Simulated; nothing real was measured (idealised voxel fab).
process module | voxel capacitor over wiring
cross-section cut | 210 nm wide | cells 5 nm
A cross-section is a grid of square cells, given in bands from the top down. A band is one or more rows of cells.
Each band's line starts with the height of the band's top and of its bottom, in nm. Then come its materials from left to right, each with its width in nm. One material with "throughout" fills the band from edge to edge. "air" is empty space.
Height 0 is the level under which the wafer as received is all one material. The lowest band goes on downwards, as in "0 down".
A width such as "30 to 40" changes by the same amount from each row of cells to the next, from the band's top row to its bottom row.
"no change" after a step means that no cell of the cross-section changed.
closed voids: empty space of 8 cells or more with no open way to the top, each as width x height at its distance from the left edge, in nm
after a step's settings: what the simulator itself notes on the step
overlay nm, on a step with a mask: how far to the right of its planned place the mask lay; to the left if negative
plan
1 op RECEIVE | material Si
2 op CONFORMAL_DEP | material SiO2 | thk nm 10
3 op CONFORMAL_DEP | material SiCN | thk nm 5
4 op DIRECTIONAL_DEP | material SiO2 | thk nm 15
5 op PATTERN | tone open | mask id METAL_1 | material resist | width nm 30 | pitch nm 95 | thk nm 20 | overlay nm 0
6 op DIRECTIONAL_ETCH | etch materials SiO2 | depth nm 15
7 op DIRECTIONAL_ETCH | etch materials SiCN | depth nm 5
8 op STRIP | etch materials resist
9 op CONFORMAL_DEP | material TiN | thk nm 5
10 op FILL_DEP | material Cu | thk nm 5
11 op CMP | height nm 30
12 op CONFORMAL_DEP | material SiCN | thk nm 5
13 op DIRECTIONAL_DEP | material lowk | thk nm 20
14 op PATTERN | tone open | mask id PLUG_1 | material resist | width nm 15 | thk nm 15 | overlay nm 0
15 op DIRECTIONAL_ETCH | etch materials lowk | depth nm 20
16 op DIRECTIONAL_ETCH | etch materials SiCN | depth nm 5
17 op STRIP | etch materials resist
18 op EPI | material Ru | thk nm 10
19 op EPI | material Ru | thk nm 10
20 op EPI | material Ru | thk nm 5
21 op DIRECTIONAL_DEP | material TiN | thk nm 5
22 op DIRECTIONAL_DEP | material HfO2 | thk nm 5
23 op DIRECTIONAL_DEP | material TiN | thk nm 5
24 op MASKED_ETCH | tone cover | mask id UPPER_PLATE | width nm 70 | etch materials TiN | depth nm 5 | overlay nm 0
25 op MASKED_ETCH | tone cover | mask id UPPER_PLATE | width nm 70 | etch materials HfO2 | depth nm 5 | overlay nm 0
26 op MASKED_ETCH | tone cover | mask id LOWER_PLATE | width nm 80 | etch materials TiN | depth nm 5 | overlay nm 0
27 op FILL_DEP | material SiO2 | thk nm 15
28 op CMP | height nm 80
29 op DIRECTIONAL_DEP | material aC | thk nm 15
30 op PATTERN | tone open | mask id PLUG_2 | material resist | width nm 15 | thk nm 30 | overlay nm 0
31 op DIRECTIONAL_ETCH | etch materials aC | depth nm 15
32 op STRIP | etch materials resist
33 op DIRECTIONAL_ETCH | etch materials SiO2 | depth nm 10
34 op STRIP | etch materials aC
35 op CONFORMAL_DEP | material TiN | thk nm 5
36 op FILL_DEP | material W | thk nm 5
37 op CMP | height nm 80
38 op CONFORMAL_DEP | material SiN | thk nm 5
varied across the wafers: thk nm of step 22. The plan shows the first wafer's value. All wafers start alike
first wafer as received, after step 1
  0 down: Si throughout
  closed voids: none
each wafer at the end: cells of each material gained (+) or lost (-) since it was received, then its closed voids
thk nm 5 | +24 Cu | +14 HfO2 | +15 Ru | +69 SiCN | +42 SiN | +334 SiO2 | +59 TiN | +1 W | +156 lowk | closed voids: none
thk nm 10 | +24 Cu | +56 HfO2 | +15 Ru | +69 SiCN | +42 SiN | +269 SiO2 | +83 TiN | +156 lowk | closed voids: none
thk nm 15 | +24 Cu | +98 HfO2 | +15 Ru | +69 SiCN | +42 SiN | +230 SiO2 | +80 TiN | +156 lowk | closed voids: none
thk nm 20 | +24 Cu | +140 HfO2 | +15 Ru | +69 SiCN | +42 SiN | +202 SiO2 | +66 TiN | +156 lowk | closed voids: none
